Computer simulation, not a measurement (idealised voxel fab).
process module | voxel lift off
In the cross-section labelled cut, the width is 145 nm and each square cell is 5 nm.
Bands, listed from the top down, are how a cross-section gets written in this document; the cross-section itself is a grid of square cells, and a band is one or more rows of them. This entry defines a band. It first specifies the height of the band's top and the height of its bottom in nm, and then specifies the band's materials from left to right, stating each material with its width in nm. The word "throughout" identifies a single material that fills the band from edge to edge, while the word "air" identifies empty space. Beneath 0, the wafer as received is one material, and that level is where height counting begins. The lowest band goes on downward without a bottom; it is written like "0 nm and below". So if you see something like "30 to 40" for the width, read it as the top row of the band sitting at the first number and the bottom row at the second, with every row in between moving by the same amount as the last. Step note "no change" = no cross-section cell changed. Closed-off voids of 8+ cells (no open route to the top) go in "Closed internal cavities", written width x height at distance from the left edge, in nm. If you see something after the settings on a step's line, that's the simulator's own remark about that step. "overlay nm" on a masked step: distance the mask lay right of its planned place, negative for left.

**Process steps (planned)**
1 RECEIVE, material Si
2 CONFORMAL_DEP, material SiN, thk nm 5
3 PATTERN, tone open, mask id LINES, material resist, width nm 15, pitch nm 30, thk nm 25, overlay nm 0
4 DIRECTIONAL_DEP, material Ru, thk nm 10
5 STRIP, etch materials resist
6 CONFORMAL_DEP, material SiO2, thk nm 10
Keep in mind the plan's value for the thk nm of step 2 comes from the first wafer; the wafers don't share that setting, but they do share the same starting point.

**first wafer as received, after step 1**
0 nm and below | Si throughout
Closed internal cavities: none

**Cross-section, first of several wafers, end of module, after last step 6**
25 nm to 15 nm | 10 of air / 125 of SiO2 / 10 of air
15 nm to 5 nm | 20 of SiO2 / 15 of Ru / 15 of SiO2 / 15 of Ru / 15 of SiO2 / 15 of Ru / 15 of SiO2 / 15 of Ru / 20 of SiO2
5 nm to 0 nm | SiN throughout
0 nm and below | Si throughout
Closed internal cavities: none

**End of module: cross-section, last of several wafers**
50 nm to 40 nm | 10 of air / 125 of SiO2 / 10 of air
40 nm to 30 nm | 20 of SiO2 / 15 of Ru / 15 of SiO2 / 15 of Ru / 15 of SiO2 / 15 of Ru / 15 of SiO2 / 15 of Ru / 20 of SiO2
30 nm to 0 nm | SiN throughout
0 nm and below | Si throughout
Closed internal cavities: none

**The following table contains a row per wafer, in which are reported, at the conclusion of the module, the cells of each material gained (+) or lost (-) since the wafer's receipt, with its closed voids given thereafter**
thk nm 5 | +24 Ru | +29 SiN | +84 SiO2 | Closed internal cavities: none
thk nm 10 | +24 Ru | +58 SiN | +84 SiO2 | Closed internal cavities: none
thk nm 15 | +24 Ru | +87 SiN | +84 SiO2 | Closed internal cavities: none
thk nm 20 | +24 Ru | +116 SiN | +84 SiO2 | Closed internal cavities: none
thk nm 25 | +24 Ru | +145 SiN | +84 SiO2 | Closed internal cavities: none
thk nm 30 | +24 Ru | +174 SiN | +84 SiO2 | Closed internal cavities: none
